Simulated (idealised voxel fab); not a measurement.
This is a process module. Its name is voxel self aligned contacts.
The figure presents cross-section cut, which has a width of 210 nm and is divided into square cells with an edge length of 5 nm.
This document writes a cross-section as a grid whose cells are square, and gives it as bands, listed from the top down; one or more rows of cells form a band. A band entry consists of two parts. The first gives the height of the band's top and the height of its bottom, in nm. The rest lists the band's materials from left to right, each with its width in nm. A single material labelled with the word "full width" fills the band from edge to edge, and the word "air" marks empty space. Convention: height 0 is the level below which the wafer, as received, is all one material. The lowest band does not terminate at the bottom but continues downward, represented as "0 -> down". The width entry "30 to 40" should be interpreted row by row: the top row of cells in the band takes the first number, the bottom row takes the second number, and the change between adjacent rows is uniform throughout. Key: "remained unchanged" - step with no changed cell in the cross-section. Listed in "Trapped cavities": every empty space of 8 or more cells without an open way to the top. Form: width x height at distance, the distance being from the left edge, all in nm. Post-settings text on a step line: simulator's own remark regarding the step. overlay nm: step with mask; distance mask lay right of planned place; negative value = left of planned place.
## Set out below are the planned steps of the process
- 1: RECEIVE,material Si
- 2: CONFORMAL_DEP,material SiO2,thk nm 5
- 3: DIRECTIONAL_DEP,material polySi,thk nm 30
- 4: DIRECTIONAL_DEP,material SiN,thk nm 20
- 5: PATTERN,tone cover,mask id GATE,material resist,width nm 30,pitch nm 55,thk nm 15,overlay nm 0
- 6: DIRECTIONAL_ETCH,etch materials SiN,depth nm 20
- 7: DIRECTIONAL_ETCH,etch materials polySi,depth nm 30
- 8: STRIP,etch materials resist
- 9: CONFORMAL_DEP,material SiN,thk nm 5
- 10: DIRECTIONAL_ETCH,etch materials SiN,depth nm 5
- 11: FILL_DEP,material SiO2,thk nm 15
- 12: CMP,height nm 60
- 13: MASKED_ETCH,tone open,mask id CONTACT,width nm 35,pitch nm 55,etch materials SiO2,depth nm 60,overlay nm 0
- 14: CONFORMAL_DEP,material TiN,thk nm 5
- 15: FILL_DEP,material W,thk nm 5
- 16: CMP,height nm 60
- 17: CONFORMAL_DEP,material SiCN,thk nm 5
## First of two wafers - as planned
## So this is the incoming wafer in cross-section - it's already been through step 1
	0 -> down = Si full width
	Trapped cavities: none
## Upon completion of step 2, the wafer appears in cross-section as shown
	5 -> 0 = SiO2 full width
	For the remainder of the cross-section, below 0, there is no change.
## Upon completion of step 3, the wafer appears in cross-section as shown
	35 -> 5 = polySi full width
	For the remainder of the cross-section, below 5, there is no change.
## Upon completion of step 4, the wafer appears in cross-section as shown
	55 -> 35 = SiN full width
	For the remainder of the cross-section, below 35, there is no change.
## Upon completion of step 5, the wafer appears in cross-section as shown
	70 -> 55 = air 35 nm, then resist 30 nm, then air 25 nm, then resist 30 nm, then air 25 nm, then resist 30 nm, then air 35 nm
	For the remainder of the cross-section, below 55, there is no change.
## Upon completion of step 6, the wafer appears in cross-section as shown
	70 -> 55 = air 35 nm, then resist 30 nm, then air 25 nm, then resist 30 nm, then air 25 nm, then resist 30 nm, then air 35 nm
	55 -> 35 = air 35 nm, then SiN 30 nm, then air 25 nm, then SiN 30 nm, then air 25 nm, then SiN 30 nm, then air 35 nm
	For the remainder of the cross-section, below 35, there is no change.
## Upon completion of step 7, the wafer appears in cross-section as shown
	70 -> 55 = air 35 nm, then resist 30 nm, then air 25 nm, then resist 30 nm, then air 25 nm, then resist 30 nm, then air 35 nm
	55 -> 35 = air 35 nm, then SiN 30 nm, then air 25 nm, then SiN 30 nm, then air 25 nm, then SiN 30 nm, then air 35 nm
	35 -> 5 = air 35 nm, then polySi 30 nm, then air 25 nm, then polySi 30 nm, then air 25 nm, then polySi 30 nm, then air 35 nm
	For the remainder of the cross-section, below 5, there is no change.
## Upon completion of step 8, the wafer appears in cross-section as shown
	55 -> 35 = air 35 nm, then SiN 30 nm, then air 25 nm, then SiN 30 nm, then air 25 nm, then SiN 30 nm, then air 35 nm
	For the remainder of the cross-section, below 35, there is no change.
## Upon completion of step 9, the wafer appears in cross-section as shown
	60 -> 35 = air 30 nm, then SiN 40 nm, then air 15 nm, then SiN 40 nm, then air 15 nm, then SiN 40 nm, then air 30 nm
	35 -> 10 = air 30 nm, then SiN 5 nm, then polySi 30 nm, then SiN 5 nm, then air 15 nm, then SiN 5 nm, then polySi 30 nm, then SiN 5 nm, then air 15 nm, then SiN 5 nm, then polySi 30 nm, then SiN 5 nm, then air 30 nm
	10 -> 5 = SiN 35 nm, then polySi 30 nm, then SiN 25 nm, then polySi 30 nm, then SiN 25 nm, then polySi 30 nm, then SiN 35 nm
	For the remainder of the cross-section, below 5, there is no change.
## Upon completion of step 10, the wafer appears in cross-section as shown
	55 -> 35 = air 30 nm, then SiN 40 nm, then air 15 nm, then SiN 40 nm, then air 15 nm, then SiN 40 nm, then air 30 nm
	35 -> 5 = air 30 nm, then SiN 5 nm, then polySi 30 nm, then SiN 5 nm, then air 15 nm, then SiN 5 nm, then polySi 30 nm, then SiN 5 nm, then air 15 nm, then SiN 5 nm, then polySi 30 nm, then SiN 5 nm, then air 30 nm
	For the remainder of the cross-section, below 5, there is no change.
## Upon completion of step 11, the wafer appears in cross-section as shown
	70 -> 55 = SiO2 full width
	55 -> 35 = SiO2 30 nm, then SiN 40 nm, then SiO2 15 nm, then SiN 40 nm, then SiO2 15 nm, then SiN 40 nm, then SiO2 30 nm
	35 -> 5 = SiO2 30 nm, then SiN 5 nm, then polySi 30 nm, then SiN 5 nm, then SiO2 15 nm, then SiN 5 nm, then polySi 30 nm, then SiN 5 nm, then SiO2 15 nm, then SiN 5 nm, then polySi 30 nm, then SiN 5 nm, then SiO2 30 nm
	For the remainder of the cross-section, below 5, there is no change.
## Upon completion of step 12, the wafer appears in cross-section as shown
	60 -> 55 = SiO2 full width
	For the remainder of the cross-section, below 55, there is no change.
## Upon completion of step 13, the wafer appears in cross-section as shown
	60 -> 55 = SiO2 60 nm, then air 35 nm, then SiO2 20 nm, then air 35 nm, then SiO2 60 nm
	55 -> 35 = SiO2 30 nm, then SiN 40 nm, then air 15 nm, then SiN 40 nm, then air 15 nm, then SiN 40 nm, then SiO2 30 nm
	35 -> 5 = SiO2 30 nm, then SiN 5 nm, then polySi 30 nm, then SiN 5 nm, then air 15 nm, then SiN 5 nm, then polySi 30 nm, then SiN 5 nm, then air 15 nm, then SiN 5 nm, then polySi 30 nm, then SiN 5 nm, then SiO2 30 nm
	5 -> 0 = SiO2 70 nm, then air 15 nm, then SiO2 40 nm, then air 15 nm, then SiO2 70 nm
	For the remainder of the cross-section, below 0, there is no change.
## Upon completion of step 14, the wafer appears in cross-section as shown
	65 -> 60 = TiN 65 nm, then air 25 nm, then TiN 30 nm, then air 25 nm, then TiN 65 nm
	60 -> 55 = SiO2 60 nm, then TiN 15 nm, then air 5 nm, then TiN 15 nm, then SiO2 20 nm, then TiN 15 nm, then air 5 nm, then TiN 15 nm, then SiO2 60 nm
	55 -> 35 = SiO2 30 nm, then SiN 40 nm, then TiN 5 nm, then air 5 nm, then TiN 5 nm, then SiN 40 nm, then TiN 5 nm, then air 5 nm, then TiN 5 nm, then SiN 40 nm, then SiO2 30 nm
	35 -> 5 = SiO2 30 nm, then SiN 5 nm, then polySi 30 nm, then SiN 5 nm, then TiN 5 nm, then air 5 nm, then TiN 5 nm, then SiN 5 nm, then polySi 30 nm, then SiN 5 nm, then TiN 5 nm, then air 5 nm, then TiN 5 nm, then SiN 5 nm, then polySi 30 nm, then SiN 5 nm, then SiO2 30 nm
	5 -> 0 = SiO2 70 nm, then TiN 15 nm, then SiO2 40 nm, then TiN 15 nm, then SiO2 70 nm
	For the remainder of the cross-section, below 0, there is no change.
## Upon completion of step 15, the wafer appears in cross-section as shown
	70 -> 65 = W full width
	65 -> 60 = TiN 65 nm, then W 25 nm, then TiN 30 nm, then W 25 nm, then TiN 65 nm
	60 -> 55 = SiO2 60 nm, then TiN 15 nm, then W 5 nm, then TiN 15 nm, then SiO2 20 nm, then TiN 15 nm, then W 5 nm, then TiN 15 nm, then SiO2 60 nm
	55 -> 35 = SiO2 30 nm, then SiN 40 nm, then TiN 5 nm, then W 5 nm, then TiN 5 nm, then SiN 40 nm, then TiN 5 nm, then W 5 nm, then TiN 5 nm, then SiN 40 nm, then SiO2 30 nm
	35 -> 5 = SiO2 30 nm, then SiN 5 nm, then polySi 30 nm, then SiN 5 nm, then TiN 5 nm, then W 5 nm, then TiN 5 nm, then SiN 5 nm, then polySi 30 nm, then SiN 5 nm, then TiN 5 nm, then W 5 nm, then TiN 5 nm, then SiN 5 nm, then polySi 30 nm, then SiN 5 nm, then SiO2 30 nm
	For the remainder of the cross-section, below 5, there is no change.
## Upon completion of step 16, the wafer appears in cross-section as shown
	60 -> 55 = SiO2 60 nm, then TiN 15 nm, then W 5 nm, then TiN 15 nm, then SiO2 20 nm, then TiN 15 nm, then W 5 nm, then TiN 15 nm, then SiO2 60 nm
	For the remainder of the cross-section, below 55, there is no change.
## Upon completion of step 17, the wafer appears in cross-section as shown
	65 -> 60 = SiCN full width
	For the remainder of the cross-section, below 60, there is no change.
## Second of two: same start, same plan, one run error; steps up to and including 2 match the first
## Here is the second wafer in cross-section at the point where step 3 of the plan should have been done
	65 -> 5 = polySi full width
	For the remainder of the cross-section, below 5, there is no change.
## Here is the second wafer in cross-section at the point where step 4 of the plan should have been done
	85 -> 65 = SiN full width
	For the remainder of the cross-section, below 65, there is no change.
## Here is the second wafer in cross-section at the point where step 5 of the plan should have been done
	100 -> 85 = air 35 nm, then resist 30 nm, then air 25 nm, then resist 30 nm, then air 25 nm, then resist 30 nm, then air 35 nm
	For the remainder of the cross-section, below 85, there is no change.
## Here is the second wafer in cross-section at the point where step 6 of the plan should have been done
	100 -> 85 = air 35 nm, then resist 30 nm, then air 25 nm, then resist 30 nm, then air 25 nm, then resist 30 nm, then air 35 nm
	85 -> 65 = air 35 nm, then SiN 30 nm, then air 25 nm, then SiN 30 nm, then air 25 nm, then SiN 30 nm, then air 35 nm
	For the remainder of the cross-section, below 65, there is no change.
## Here is the second wafer in cross-section at the point where step 7 of the plan should have been done
	100 -> 85 = air 35 nm, then resist 30 nm, then air 25 nm, then resist 30 nm, then air 25 nm, then resist 30 nm, then air 35 nm
	85 -> 65 = air 35 nm, then SiN 30 nm, then air 25 nm, then SiN 30 nm, then air 25 nm, then SiN 30 nm, then air 35 nm
	65 -> 35 = air 35 nm, then polySi 30 nm, then air 25 nm, then polySi 30 nm, then air 25 nm, then polySi 30 nm, then air 35 nm
	For the remainder of the cross-section, below 35, there is no change.
## Here is the second wafer in cross-section at the point where step 8 of the plan should have been done
	85 -> 65 = air 35 nm, then SiN 30 nm, then air 25 nm, then SiN 30 nm, then air 25 nm, then SiN 30 nm, then air 35 nm
	For the remainder of the cross-section, below 65, there is no change.
## Here is the second wafer in cross-section at the point where step 9 of the plan should have been done
	90 -> 65 = air 30 nm, then SiN 40 nm, then air 15 nm, then SiN 40 nm, then air 15 nm, then SiN 40 nm, then air 30 nm
	65 -> 40 = air 30 nm, then SiN 5 nm, then polySi 30 nm, then SiN 5 nm, then air 15 nm, then SiN 5 nm, then polySi 30 nm, then SiN 5 nm, then air 15 nm, then SiN 5 nm, then polySi 30 nm, then SiN 5 nm, then air 30 nm
	40 -> 35 = SiN 35 nm, then polySi 30 nm, then SiN 25 nm, then polySi 30 nm, then SiN 25 nm, then polySi 30 nm, then SiN 35 nm
	For the remainder of the cross-section, below 35, there is no change.
## Here is the second wafer in cross-section at the point where step 10 of the plan should have been done
	85 -> 65 = air 30 nm, then SiN 40 nm, then air 15 nm, then SiN 40 nm, then air 15 nm, then SiN 40 nm, then air 30 nm
	65 -> 35 = air 30 nm, then SiN 5 nm, then polySi 30 nm, then SiN 5 nm, then air 15 nm, then SiN 5 nm, then polySi 30 nm, then SiN 5 nm, then air 15 nm, then SiN 5 nm, then polySi 30 nm, then SiN 5 nm, then air 30 nm
	For the remainder of the cross-section, below 35, there is no change.
## Here is the second wafer in cross-section at the point where step 11 of the plan should have been done
	100 -> 85 = SiO2 full width
	85 -> 65 = SiO2 30 nm, then SiN 40 nm, then SiO2 15 nm, then SiN 40 nm, then SiO2 15 nm, then SiN 40 nm, then SiO2 30 nm
	65 -> 35 = SiO2 30 nm, then SiN 5 nm, then polySi 30 nm, then SiN 5 nm, then SiO2 15 nm, then SiN 5 nm, then polySi 30 nm, then SiN 5 nm, then SiO2 15 nm, then SiN 5 nm, then polySi 30 nm, then SiN 5 nm, then SiO2 30 nm
	For the remainder of the cross-section, below 35, there is no change.
## Here is the second wafer in cross-section at the point where step 12 of the plan should have been done
	60 -> 35 = SiO2 30 nm, then SiN 5 nm, then polySi 30 nm, then SiN 5 nm, then SiO2 15 nm, then SiN 5 nm, then polySi 30 nm, then SiN 5 nm, then SiO2 15 nm, then SiN 5 nm, then polySi 30 nm, then SiN 5 nm, then SiO2 30 nm
	For the remainder of the cross-section, below 35, there is no change.
## Here is the second wafer in cross-section at the point where step 13 of the plan should have been done
	60 -> 35 = SiO2 30 nm, then SiN 5 nm, then polySi 30 nm, then SiN 5 nm, then air 15 nm, then SiN 5 nm, then polySi 30 nm, then SiN 5 nm, then air 15 nm, then SiN 5 nm, then polySi 30 nm, then SiN 5 nm, then SiO2 30 nm
	For the remainder of the cross-section, below 35, there is no change.
## Here is the second wafer in cross-section at the point where step 14 of the plan should have been done
	65 -> 60 = TiN 75 nm, then air 5 nm, then TiN 50 nm, then air 5 nm, then TiN 75 nm
	60 -> 40 = SiO2 30 nm, then SiN 5 nm, then polySi 30 nm, then SiN 5 nm, then TiN 5 nm, then air 5 nm, then TiN 5 nm, then SiN 5 nm, then polySi 30 nm, then SiN 5 nm, then TiN 5 nm, then air 5 nm, then TiN 5 nm, then SiN 5 nm, then polySi 30 nm, then SiN 5 nm, then SiO2 30 nm
	40 -> 35 = SiO2 30 nm, then SiN 5 nm, then polySi 30 nm, then SiN 5 nm, then TiN 15 nm, then SiN 5 nm, then polySi 30 nm, then SiN 5 nm, then TiN 15 nm, then SiN 5 nm, then polySi 30 nm, then SiN 5 nm, then SiO2 30 nm
	For the remainder of the cross-section, below 35, there is no change.
## Here is the second wafer in cross-section at the point where step 15 of the plan should have been done
	70 -> 65 = W full width
	65 -> 60 = TiN 75 nm, then W 5 nm, then TiN 50 nm, then W 5 nm, then TiN 75 nm
	60 -> 40 = SiO2 30 nm, then SiN 5 nm, then polySi 30 nm, then SiN 5 nm, then TiN 5 nm, then W 5 nm, then TiN 5 nm, then SiN 5 nm, then polySi 30 nm, then SiN 5 nm, then TiN 5 nm, then W 5 nm, then TiN 5 nm, then SiN 5 nm, then polySi 30 nm, then SiN 5 nm, then SiO2 30 nm
	For the remainder of the cross-section, below 40, there is no change.
## Here is the second wafer in cross-section at the point where step 16 of the plan should have been done
	60 -> 40 = SiO2 30 nm, then SiN 5 nm, then polySi 30 nm, then SiN 5 nm, then TiN 5 nm, then W 5 nm, then TiN 5 nm, then SiN 5 nm, then polySi 30 nm, then SiN 5 nm, then TiN 5 nm, then W 5 nm, then TiN 5 nm, then SiN 5 nm, then polySi 30 nm, then SiN 5 nm, then SiO2 30 nm
	For the remainder of the cross-section, below 40, there is no change.
## Here is the second wafer in cross-section at the point where step 17 of the plan should have been done
	65 -> 60 = SiCN full width
	For the remainder of the cross-section, below 60, there is no change.
Error vs. plan: plan step 3 was twice executed
Looking at both finished wafers in cells, the second ends up ahead of or behind the first on some materials: SiN -102 | SiO2 -82 | TiN -36 | W -14 | polySi +234
